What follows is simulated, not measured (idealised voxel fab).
The following is a process module called voxel wiring stack.
We display cut, a cross-section 210 nm in width whose square cells are each 5 nm.
Think of the cross-section as a grid of square cells. We describe it in bands, top to bottom, and each band covers one or more rows of those cells.
Read a band's entry like this: the first values are the height of its top and the height of its bottom in nm, and what follows is the sequence of materials from left to right, each with its width in nm. Note that "air" is empty space, and that a single material marked "everywhere" reaches across the band from edge to edge.
A quick word on heights: they are counted from 0, and under that level the wafer as it came to us is one material throughout. The lowest band is different from the rest in having no bottom; it simply continues downward, written as in "from 0 down".
Read "30..40" as a graded width: first number on top, second number at the bottom, same change between each pair of neighbouring rows.
It should be understood that the words "no modification", when stated for a given step, signify that the cross-section underwent no change in any of its cells during that step.
If an empty space has no open way to the top and is at least 8 cells in size, "Listed closed voids" lists it, written width x height at distance, where distance is measured from the left edge and every value is in nm.
The remark found on a step's line after its settings is issued by the simulator itself and pertains to that step.
A step line may carry the setting "overlay nm", which, for steps involving a mask, states the distance by which the mask lay to the right of its intended position; negative values denote displacement to the left.

plan:
1,RECEIVE | material Si
2,CONFORMAL_DEP | material SiO2 | thk nm 15
3,DIRECTIONAL_DEP | material TiN | thk nm 5
4,DIRECTIONAL_DEP | material Ru | thk nm 20
5,MASKED_ETCH | tone cover | mask id METAL_1 | width nm 30 | pitch nm 60 | etch materials Ru | depth nm 20 | overlay nm 0
6,MASKED_ETCH | tone cover | mask id METAL_1 | width nm 30 | pitch nm 60 | etch materials TiN | depth nm 5 | overlay nm 0
7,CONFORMAL_DEP | material SiCN | thk nm 5
8,FILL_DEP | material SiO2 | thk nm 5
9,CMP | height nm 40
10,CONFORMAL_DEP | material SiCN | thk nm 5
11,DIRECTIONAL_DEP | material SiO2 | thk nm 10
12,MASKED_ETCH | tone open | mask id PLUG_1 | width nm 15 | etch materials SiO2 | depth nm 10 | overlay nm 0
13,MASKED_ETCH | tone open | mask id PLUG_1 | width nm 15 | etch materials SiCN | depth nm 5 | overlay nm 0
14,EPI | material Ru | thk nm 10
15,EPI | material Ru | thk nm 5
16,CONFORMAL_DEP | material SiN | thk nm 5
17,DIRECTIONAL_DEP | material lowk | thk nm 20
18,MASKED_ETCH | tone open | mask id METAL_2 | width nm 30 | pitch nm 60 | etch materials lowk | depth nm 20 | overlay nm 0
19,MASKED_ETCH | tone open | mask id METAL_2 | width nm 30 | pitch nm 60 | etch materials SiN | depth nm 5 | overlay nm 0
20,CONFORMAL_DEP | material TiN | thk nm 5
21,FILL_DEP | material Cu | thk nm 10
22,CMP | height nm 80
23,EPI | material Ru | thk nm 5
24,FILL_DEP | material SiCN | thk nm 5

Delivered wafer in cross-section: state after step 1:
	from 0 down | Si everywhere
	Listed closed voids: none

Cross-section: first of two wafers, module finished, run according to plan:
	from 90 to 85 | SiCN everywhere
	from 85 to 80 | 55 nm SiCN; 40 nm Ru; 20 nm SiCN; 40 nm Ru; 55 nm SiCN
	from 80 to 60 | 60 nm lowk; 5 nm TiN; 20 nm Cu; 5 nm TiN; 30 nm lowk; 5 nm TiN; 20 nm Cu; 5 nm TiN; 60 nm lowk
	from 60 to 55 | 60 nm SiN; 30 nm TiN; 30 nm SiN; 30 nm TiN; 60 nm SiN
	from 55 to 45 | 60 nm SiO2; 15 nm Ru; 135 nm SiO2
	from 45 to 40 | 60 nm SiCN; 15 nm Ru; 135 nm SiCN
	from 40 to 20 | 55 nm SiO2; 5 nm SiCN; 30 nm Ru; 5 nm SiCN; 20 nm SiO2; 5 nm SiCN; 30 nm Ru; 5 nm SiCN; 55 nm SiO2
	from 20 to 15 | 60 nm SiCN; 30 nm TiN; 30 nm SiCN; 30 nm TiN; 60 nm SiCN
	from 15 to 0 | SiO2 everywhere
	from 0 down | Si everywhere
	Listed closed voids: none

Second wafer of the two, sectioned at the end of the module. It began like the first and followed the same plan, but one mistake was made while running it:
	from 90 to 85 | Cu everywhere
	from 85 to 80 | 55 nm Cu; 40 nm Ru; 20 nm Cu; 40 nm Ru; 55 nm Cu
	from 80 to 60 | 60 nm lowk; 5 nm TiN; 20 nm Cu; 5 nm TiN; 30 nm lowk; 5 nm TiN; 20 nm Cu; 5 nm TiN; 60 nm lowk
	from 60 to 55 | 60 nm SiN; 30 nm TiN; 30 nm SiN; 30 nm TiN; 60 nm SiN
	from 55 to 45 | 60 nm SiO2; 15 nm Ru; 135 nm SiO2
	from 45 to 40 | 60 nm SiCN; 15 nm Ru; 135 nm SiCN
	from 40 to 20 | 55 nm SiO2; 5 nm SiCN; 30 nm Ru; 5 nm SiCN; 20 nm SiO2; 5 nm SiCN; 30 nm Ru; 5 nm SiCN; 55 nm SiO2
	from 20 to 15 | 60 nm SiCN; 30 nm TiN; 30 nm SiCN; 30 nm TiN; 60 nm SiCN
	from 15 to 0 | SiO2 everywhere
	from 0 down | Si everywhere
	Listed closed voids: none
Finding, execution versus plan: step 24 was processed under conditions differing from the plan, specifically as FILL_DEP | material Cu | thk nm 5
Heads up, by the end the second wafer has more or fewer cells of some materials compared to the first: Cu: 68 more | SiCN: 68 fewer
